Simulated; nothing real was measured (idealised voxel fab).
process module | voxel double patterning
cross-section cut | 255 nm wide | cells 5 nm
A cross-section is a grid of square cells, given in bands from the top down. A band is one or more rows of cells.
Each band's line starts with the height of the band's top and of its bottom, in nm. Then come its materials from left to right, each with its width in nm. One material with "throughout" fills the band from edge to edge. "air" is empty space.
Height 0 is the level under which the wafer as received is all one material. The lowest band goes on downwards, as in "0 down".
A width such as "30 to 40" changes by the same amount from each row of cells to the next, from the band's top row to its bottom row.
"no change" after a step means that no cell of the cross-section changed.
closed voids: empty space of 8 cells or more with no open way to the top, each as width x height at its distance from the left edge, in nm
after a step's settings: what the simulator itself notes on the step
overlay nm, on a step with a mask: how far to the right of its planned place the mask lay; to the left if negative
plan
1 op RECEIVE | material Si
2 op CONFORMAL_DEP | material SiO2 | thk nm 10
3 op DIRECTIONAL_DEP | material polySi | thk nm 15
4 op DIRECTIONAL_DEP | material SiCN | thk nm 5
5 op DIRECTIONAL_DEP | material aC | thk nm 15
6 op PATTERN | tone open | mask id FIRST | material resist | width nm 15 | pitch nm 50 | thk nm 30 | overlay nm 0
7 op DIRECTIONAL_ETCH | etch materials aC | depth nm 15
8 op STRIP | etch materials resist
9 op DIRECTIONAL_ETCH | etch materials SiCN | depth nm 5
10 op STRIP | etch materials aC
11 op MASKED_ETCH | tone open | mask id SECOND | width nm 15 | pitch nm 50 | etch materials SiCN | depth nm 5 | overlay nm 0
12 op DIRECTIONAL_ETCH | etch materials polySi | depth nm 15
13 op STRIP | etch materials SiCN
first wafer, as planned
as received, after step 1
  0 down: Si throughout
  closed voids: none
after step 2
  10 to 0: SiO2 throughout
  below 0: unchanged
after step 3
  25 to 10: polySi throughout
  below 10: unchanged
after step 4
  30 to 25: SiCN throughout
  below 25: unchanged
after step 5
  45 to 30: aC throughout
  below 30: unchanged
after step 6
  75 to 45: resist 70 | air 15 | resist 35 | air 15 | resist 35 | air 15 | resist 70
  below 45: unchanged
after step 7
  60 to 45: resist 70 | air 15 | resist 35 | air 15 | resist 35 | air 15 | resist 70
  45 to 30: aC 70 | air 15 | aC 35 | air 15 | aC 35 | air 15 | aC 70
  below 30: unchanged
after step 8
  45 to 30: aC 70 | air 15 | aC 35 | air 15 | aC 35 | air 15 | aC 70
  below 30: unchanged
after step 9
  45 to 30: aC 70 | air 15 | aC 35 | air 15 | aC 35 | air 15 | aC 70
  30 to 25: SiCN 70 | air 15 | SiCN 35 | air 15 | SiCN 35 | air 15 | SiCN 70
  below 25: unchanged
after step 10
  30 to 25: SiCN 70 | air 15 | SiCN 35 | air 15 | SiCN 35 | air 15 | SiCN 70
  below 25: unchanged
after step 11
  30 to 25: SiCN 70 | air 15 | SiCN 10 | air 15 | SiCN 10 | air 15 | SiCN 10 | air 15 | SiCN 10 | air 15 | SiCN 70
  below 25: unchanged
after step 12
  30 to 25: SiCN 70 | air 15 | SiCN 10 | air 15 | SiCN 10 | air 15 | SiCN 10 | air 15 | SiCN 10 | air 15 | SiCN 70
  25 to 10: polySi 70 | air 15 | polySi 10 | air 15 | polySi 10 | air 15 | polySi 10 | air 15 | polySi 10 | air 15 | polySi 70
  below 10: unchanged
after step 13
  25 to 10: polySi 70 | air 15 | polySi 10 | air 15 | polySi 10 | air 15 | polySi 10 | air 15 | polySi 10 | air 15 | polySi 70
  below 10: unchanged
second wafer: like start, like plan, one mistake. Through step 5 it matches the first wafer
when step 6 should have ended
  75 to 45: resist 60 | air 15 | resist 35 | air 15 | resist 35 | air 15 | resist 80
  below 45: unchanged
when step 7 should have ended
  60 to 45: resist 60 | air 15 | resist 35 | air 15 | resist 35 | air 15 | resist 80
  45 to 30: aC 60 | air 15 | aC 35 | air 15 | aC 35 | air 15 | aC 80
  below 30: unchanged
when step 8 should have ended
  45 to 30: aC 60 | air 15 | aC 35 | air 15 | aC 35 | air 15 | aC 80
  below 30: unchanged
when step 9 should have ended
  45 to 30: aC 60 | air 15 | aC 35 | air 15 | aC 35 | air 15 | aC 80
  30 to 25: SiCN 60 | air 15 | SiCN 35 | air 15 | SiCN 35 | air 15 | SiCN 80
  below 25: unchanged
when step 10 should have ended
  30 to 25: SiCN 60 | air 15 | SiCN 35 | air 15 | SiCN 35 | air 15 | SiCN 80
  below 25: unchanged
when step 11 should have ended
  30 to 25: SiCN 60 | air 15 | SiCN 20 | air 30 | SiCN 20 | air 30 | SiCN 80
  below 25: unchanged
when step 12 should have ended
  30 to 25: SiCN 60 | air 15 | SiCN 20 | air 30 | SiCN 20 | air 30 | SiCN 80
  25 to 10: polySi 60 | air 15 | polySi 20 | air 30 | polySi 20 | air 30 | polySi 80
  below 10: unchanged
when step 13 should have ended
  25 to 10: polySi 60 | air 15 | polySi 20 | air 30 | polySi 20 | air 30 | polySi 80
  below 10: unchanged
what went wrong: step 6 ran as: op PATTERN | tone open | mask id FIRST | material resist | width nm 15 | pitch nm 50 | thk nm 30 | overlay nm -10
at the end the second wafer has, in cells: as many of each material as the first, in other places
